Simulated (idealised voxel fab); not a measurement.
Process module under the name voxel capacitor over wiring
The width of the displayed cross-section, cut, is 205 nm; its cells are square, with a size of 5 nm.
If you're reading a cross-section in this doc, picture square cells in a grid; it comes to you as bands, top ones listed first down to the bottom, and a band can be one or more rows of cells. First you get the band's top height and its bottom height, in nm, and then the materials it's made of, left to right, with each width in nm. If you see a single material with "all across", that one covers the band edge to edge. "air" is empty space. A quick word on heights: they are counted from 0, and under that level the wafer as it came to us is one material throughout. The lowest band is different from the rest in having no bottom; it simply continues downward, written as in "0..down". The width entry "30..40" should be interpreted row by row: the top row of cells in the band takes the first number, the bottom row takes the second number, and the change between adjacent rows is uniform throughout. "no modification" means the step left every cell of the cross-section as it was. "Completely sealed voids" means: voids of 8 cells or more that are shut off from the top with no open way through. Written width x height at distance, distance from the left edge, in nm. What comes after the settings on a step's line is commentary from the simulator itself on that step. overlay nm: mask offset rightward from planned place, masked step; negative means leftward offset.
This section lists the process steps that were planned:
1. RECEIVE,material Si
2. CONFORMAL_DEP,material SiO2,thk nm 10
3. CONFORMAL_DEP,material SiCN,thk nm 5
4. DIRECTIONAL_DEP,material lowk,thk nm 25
5. MASKED_ETCH,tone open,mask id METAL_1,width nm 25,pitch nm 90,etch materials lowk,depth nm 25,overlay nm 0
6. MASKED_ETCH,tone open,mask id METAL_1,width nm 25,pitch nm 90,etch materials SiCN,depth nm 5,overlay nm 0
7. CONFORMAL_DEP,material TiN,thk nm 5
8. FILL_DEP,material Cu,thk nm 5
9. CMP,height nm 40
10. CONFORMAL_DEP,material SiCN,thk nm 5
11. DIRECTIONAL_DEP,material lowk,thk nm 10
12. MASKED_ETCH,tone open,mask id PLUG_1,width nm 15,etch materials lowk,depth nm 10,overlay nm 0
13. MASKED_ETCH,tone open,mask id PLUG_1,width nm 15,etch materials SiCN,depth nm 5,overlay nm 0
14. CONFORMAL_DEP,material TiN,thk nm 5
15. FILL_DEP,material Ru,thk nm 5
16. CMP,height nm 55
17. DIRECTIONAL_DEP,material TiN,thk nm 10
18. DIRECTIONAL_DEP,material SiN,thk nm 5
19. DIRECTIONAL_DEP,material TiN,thk nm 10
20. PATTERN,tone cover,mask id UPPER_PLATE,material resist,width nm 70,thk nm 15,overlay nm 0
21. DIRECTIONAL_ETCH,etch materials TiN,depth nm 10
22. DIRECTIONAL_ETCH,etch materials SiN,depth nm 5
23. STRIP,etch materials resist
24. PATTERN,tone cover,mask id LOWER_PLATE,material resist,width nm 80,thk nm 20,overlay nm 0
25. DIRECTIONAL_ETCH,etch materials TiN,depth nm 10
26. STRIP,etch materials resist
27. FILL_DEP,material SiO2,thk nm 20
28. CMP,height nm 95
29. PATTERN,tone open,mask id PLUG_2,material resist,width nm 15,thk nm 20,overlay nm 0
30. DIRECTIONAL_ETCH,etch materials SiO2,depth nm 15
31. STRIP,etch materials resist
32. CONFORMAL_DEP,material TiN,thk nm 5
33. FILL_DEP,material Ru,thk nm 10
34. CMP,height nm 95
35. CONFORMAL_DEP,material SiN,thk nm 5
First wafer of two (run as planned):
Wafer at receipt (post step 1), cross-section:
* 0..down | Si all across
* Completely sealed voids: none
Cross-section through the wafer, step 2 finished:
* 10..0 | SiO2 all across
* Anything lower than 0 is untouched.
Cross-section through the wafer, step 3 finished:
* 15..10 | SiCN all across
* Anything lower than 10 is untouched.
Cross-section through the wafer, step 4 finished:
* 40..15 | lowk all across
* Anything lower than 15 is untouched.
Cross-section through the wafer, step 5 finished:
* 40..15 | lowk=45 / air=25 / lowk=65 / air=25 / lowk=45
* Anything lower than 15 is untouched.
Cross-section through the wafer, step 6 finished:
* 40..15 | lowk=45 / air=25 / lowk=65 / air=25 / lowk=45
* 15..10 | SiCN=45 / air=25 / SiCN=65 / air=25 / SiCN=45
* Anything lower than 10 is untouched.
Cross-section through the wafer, step 7 finished:
* 45..40 | TiN=50 / air=15 / TiN=75 / air=15 / TiN=50
* 40..15 | lowk=45 / TiN=5 / air=15 / TiN=5 / lowk=65 / TiN=5 / air=15 / TiN=5 / lowk=45
* 15..10 | SiCN=45 / TiN=25 / SiCN=65 / TiN=25 / SiCN=45
* Anything lower than 10 is untouched.
Cross-section through the wafer, step 8 finished:
* 50..45 | Cu all across
* 45..40 | TiN=50 / Cu=15 / TiN=75 / Cu=15 / TiN=50
* 40..15 | lowk=45 / TiN=5 / Cu=15 / TiN=5 / lowk=65 / TiN=5 / Cu=15 / TiN=5 / lowk=45
* Anything lower than 15 is untouched.
Cross-section through the wafer, step 9 finished:
* 40..15 | lowk=45 / TiN=5 / Cu=15 / TiN=5 / lowk=65 / TiN=5 / Cu=15 / TiN=5 / lowk=45
* Anything lower than 15 is untouched.
Cross-section through the wafer, step 10 finished:
* 45..40 | SiCN all across
* Anything lower than 40 is untouched.
Cross-section through the wafer, step 11 finished:
* 55..45 | lowk all across
* Anything lower than 45 is untouched.
Cross-section through the wafer, step 12 finished:
* 55..45 | lowk=55 / air=15 / lowk=135
* Anything lower than 45 is untouched.
Cross-section through the wafer, step 13 finished:
* 55..45 | lowk=55 / air=15 / lowk=135
* 45..40 | SiCN=55 / air=15 / SiCN=135
* Anything lower than 40 is untouched.
Cross-section through the wafer, step 14 finished:
* 60..55 | TiN=60 / air=5 / TiN=140
* 55..45 | lowk=55 / TiN=5 / air=5 / TiN=5 / lowk=135
* 45..40 | SiCN=55 / TiN=15 / SiCN=135
* Anything lower than 40 is untouched.
Cross-section through the wafer, step 15 finished:
* 65..60 | Ru all across
* 60..55 | TiN=60 / Ru=5 / TiN=140
* 55..45 | lowk=55 / TiN=5 / Ru=5 / TiN=5 / lowk=135
* Anything lower than 45 is untouched.
Cross-section through the wafer, step 16 finished:
* 55..45 | lowk=55 / TiN=5 / Ru=5 / TiN=5 / lowk=135
* Anything lower than 45 is untouched.
Cross-section through the wafer, step 17 finished:
* 65..55 | TiN all across
* Anything lower than 55 is untouched.
Cross-section through the wafer, step 18 finished:
* 70..65 | SiN all across
* Anything lower than 65 is untouched.
Cross-section through the wafer, step 19 finished:
* 80..70 | TiN all across
* Anything lower than 70 is untouched.
Cross-section through the wafer, step 20 finished:
* 95..80 | air=55 / resist=70 / air=80
* Anything lower than 80 is untouched.
Cross-section through the wafer, step 21 finished:
* 95..80 | air=55 / resist=70 / air=80
* 80..70 | air=55 / TiN=70 / air=80
* Anything lower than 70 is untouched.
Cross-section through the wafer, step 22 finished:
* 95..80 | air=55 / resist=70 / air=80
* 80..70 | air=55 / TiN=70 / air=80
* 70..65 | air=55 / SiN=70 / air=80
* Anything lower than 65 is untouched.
Cross-section through the wafer, step 23 finished:
* 80..70 | air=55 / TiN=70 / air=80
* Anything lower than 70 is untouched.
Cross-section through the wafer, step 24 finished:
* 100..80 | air=50 / resist=80 / air=75
* 80..70 | air=50 / resist=5 / TiN=70 / resist=5 / air=75
* 70..65 | air=50 / resist=5 / SiN=70 / resist=5 / air=75
* Anything lower than 65 is untouched.
Cross-section through the wafer, step 25 finished:
* 100..80 | air=50 / resist=80 / air=75
* 80..70 | air=50 / resist=5 / TiN=70 / resist=5 / air=75
* 70..65 | air=50 / resist=5 / SiN=70 / resist=5 / air=75
* 65..55 | air=50 / TiN=80 / air=75
* Anything lower than 55 is untouched.
Cross-section through the wafer, step 26 finished:
* 80..70 | air=55 / TiN=70 / air=80
* 70..65 | air=55 / SiN=70 / air=80
* Anything lower than 65 is untouched.
Cross-section through the wafer, step 27 finished:
* 100..80 | SiO2 all across
* 80..70 | SiO2=55 / TiN=70 / SiO2=80
* 70..65 | SiO2=55 / SiN=70 / SiO2=80
* 65..55 | SiO2=50 / TiN=80 / SiO2=75
* Anything lower than 55 is untouched.
Cross-section through the wafer, step 28 finished:
* 95..80 | SiO2 all across
* Anything lower than 80 is untouched.
Cross-section through the wafer, step 29 finished:
* 115..95 | resist=65 / air=15 / resist=125
* Anything lower than 95 is untouched.
Cross-section through the wafer, step 30 finished:
* 115..95 | resist=65 / air=15 / resist=125
* 95..80 | SiO2=65 / air=15 / SiO2=125
* Anything lower than 80 is untouched.
Cross-section through the wafer, step 31 finished:
* 95..80 | SiO2=65 / air=15 / SiO2=125
* Anything lower than 80 is untouched.
Cross-section through the wafer, step 32 finished:
* 100..95 | TiN=70 / air=5 / TiN=130
* 95..85 | SiO2=65 / TiN=5 / air=5 / TiN=5 / SiO2=125
* 85..80 | SiO2=65 / TiN=15 / SiO2=125
* Anything lower than 80 is untouched.
Cross-section through the wafer, step 33 finished:
* 110..100 | Ru all across
* 100..95 | TiN=70 / Ru=5 / TiN=130
* 95..85 | SiO2=65 / TiN=5 / Ru=5 / TiN=5 / SiO2=125
* Anything lower than 85 is untouched.
Cross-section through the wafer, step 34 finished:
* 95..85 | SiO2=65 / TiN=5 / Ru=5 / TiN=5 / SiO2=125
* Anything lower than 85 is untouched.
Cross-section through the wafer, step 35 finished:
* 100..95 | SiN all across
* Anything lower than 95 is untouched.
Second wafer, same starting state and plan as the first, one mistake in the run, identical through step 19:
Cross-section of the second wafer corresponding to the planned conclusion of step 20:
* 95..80 | resist=55 / air=70 / resist=80
* Anything lower than 80 is untouched.
Cross-section of the second wafer corresponding to the planned conclusion of step 21:
* 95..80 | resist=55 / air=70 / resist=80
* 80..70 | TiN=55 / air=70 / TiN=80
* Anything lower than 70 is untouched.
Cross-section of the second wafer corresponding to the planned conclusion of step 22:
* 95..80 | resist=55 / air=70 / resist=80
* 80..70 | TiN=55 / air=70 / TiN=80
* 70..65 | SiN=55 / air=70 / SiN=80
* Anything lower than 65 is untouched.
Cross-section of the second wafer corresponding to the planned conclusion of step 23:
* 80..70 | TiN=55 / air=70 / TiN=80
* Anything lower than 70 is untouched.
Cross-section of the second wafer corresponding to the planned conclusion of step 24:
* 100..80 | air=50 / resist=80 / air=75
* 80..70 | TiN=55 / resist=70 / TiN=80
* 70..65 | SiN=55 / resist=70 / SiN=80
* Anything lower than 65 is untouched.
Cross-section of the second wafer corresponding to the planned conclusion of step 25:
* 100..80 | air=50 / resist=80 / air=75
* 80..70 | air=50 / TiN=5 / resist=70 / TiN=5 / air=75
* Anything lower than 70 is untouched.
Cross-section of the second wafer corresponding to the planned conclusion of step 26:
* 80..70 | air=50 / TiN=5 / air=70 / TiN=5 / air=75
* 70..65 | SiN=55 / air=70 / SiN=80
* Anything lower than 65 is untouched.
Cross-section of the second wafer corresponding to the planned conclusion of step 27:
* 100..80 | SiO2 all across
* 80..70 | SiO2=50 / TiN=5 / SiO2=70 / TiN=5 / SiO2=75
* 70..65 | SiN=55 / SiO2=70 / SiN=80
* Anything lower than 65 is untouched.
Cross-section of the second wafer corresponding to the planned conclusion of step 28:
* 95..80 | SiO2 all across
* Anything lower than 80 is untouched.
Cross-section of the second wafer corresponding to the planned conclusion of step 29:
* 115..95 | resist=65 / air=15 / resist=125
* Anything lower than 95 is untouched.
Cross-section of the second wafer corresponding to the planned conclusion of step 30:
* 115..95 | resist=65 / air=15 / resist=125
* 95..80 | SiO2=65 / air=15 / SiO2=125
* Anything lower than 80 is untouched.
Cross-section of the second wafer corresponding to the planned conclusion of step 31:
* 95..80 | SiO2=65 / air=15 / SiO2=125
* Anything lower than 80 is untouched.
Cross-section of the second wafer corresponding to the planned conclusion of step 32:
* 100..95 | TiN=70 / air=5 / TiN=130
* 95..85 | SiO2=65 / TiN=5 / air=5 / TiN=5 / SiO2=125
* 85..80 | SiO2=65 / TiN=15 / SiO2=125
* Anything lower than 80 is untouched.
Cross-section of the second wafer corresponding to the planned conclusion of step 33:
* 110..100 | Ru all across
* 100..95 | TiN=70 / Ru=5 / TiN=130
* 95..85 | SiO2=65 / TiN=5 / Ru=5 / TiN=5 / SiO2=125
* Anything lower than 85 is untouched.
Cross-section of the second wafer corresponding to the planned conclusion of step 34:
* 95..85 | SiO2=65 / TiN=5 / Ru=5 / TiN=5 / SiO2=125
* Anything lower than 85 is untouched.
Cross-section of the second wafer corresponding to the planned conclusion of step 35:
* 100..95 | SiN all across
* Anything lower than 95 is untouched.
Which mistake was made when the wafer was run? step 20 did not use the planned setting and instead ran as PATTERN,tone open,mask id UPPER_PLATE,material resist,width nm 70,thk nm 15,overlay nm 0
End check, counted in cells, second wafer has more or fewer of these materials than the first: +13 SiN | -39 SiO2 | +26 TiN
